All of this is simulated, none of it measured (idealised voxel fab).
Module name: voxel local oxidation (process module)
Displayed cross-section: cut, width of 170 nm, square cells sized 5 nm.
Cross-sections here: square-cell grids, written as top-down lists of bands, a band being one or more rows of cells.
This entry defines a band. It first specifies the height of the band's top and the height of its bottom in nm, and then specifies the band's materials from left to right, stating each material with its width in nm. The word "all across" identifies a single material that fills the band from edge to edge, while the word "blank" identifies empty space.
We count height from 0. Below that, the starting wafer is all one material. The lowest band never ends at the bottom but goes on down; see "0 down" for how that is written.
Per-row width for "30 to 40": begins at first number (top row of band), ends at second number (bottom row), increment between rows held constant.
Step note "remained unchanged" = no cross-section cell changed.
If an empty space has no open way to the top and is at least 8 cells in size, "Closed void entries" lists it, written width x height at distance, where distance is measured from the left edge and every value is in nm.
Past the settings on a step's line: simulator remark, on that step.
"overlay nm" denotes, for a step that has a mask, the displacement of the mask to the right of its planned place, with negative values corresponding to the left.
### Steps planned for the process
1,RECEIVE [material Si]
2,CONFORMAL_DEP [material SiO2] [thk nm 5]
3,CONFORMAL_DEP [material SiN] [thk nm 15]
4,DIRECTIONAL_DEP [material aC] [thk nm 15]
5,PATTERN [tone cover] [mask id ACTIVE] [material resist] [width nm 100] [thk nm 30] [overlay nm 0]
6,DIRECTIONAL_ETCH [etch materials aC] [depth nm 15]
7,STRIP [etch materials resist]
8,DIRECTIONAL_ETCH [etch materials SiN] [depth nm 15]
9,STRIP [etch materials aC]
10,SELECTIVE_ETCH [etch materials SiO2] [depth nm 5]
11,OXIDIZE [depth nm 10]
12,STRIP [etch materials SiN]
### Cross-section of the wafer as it came to us, i.e., already through step 1
- 0 down = Si all across
- Closed void entries: none
### Cross-section: first of two wafers, module finished, run according to plan
- 5 to 0 = blank 40 / SiO2 90 / blank 40
- 0 to -10 = SiO2 50 / Si 70 / SiO2 50
- -10 down = Si all across
- Closed void entries: none
### So this is wafer number two of the two, cut at the end of the module - it started where the first did and had the same plan, we just got one thing wrong running it
- 5 to 0 = blank 40 / SiO2 90 / blank 40
- 0 to -15 = SiO2 55 / Si 60 / SiO2 55
- -15 down = Si all across
- Closed void entries: none
Deviation noted in wafer processing: step 11 ran with different settings than intended, the actual operation and settings being OXIDIZE [depth nm 15]
at the end the second wafer has, in cells: Si: 26 fewer; SiO2: 26 more
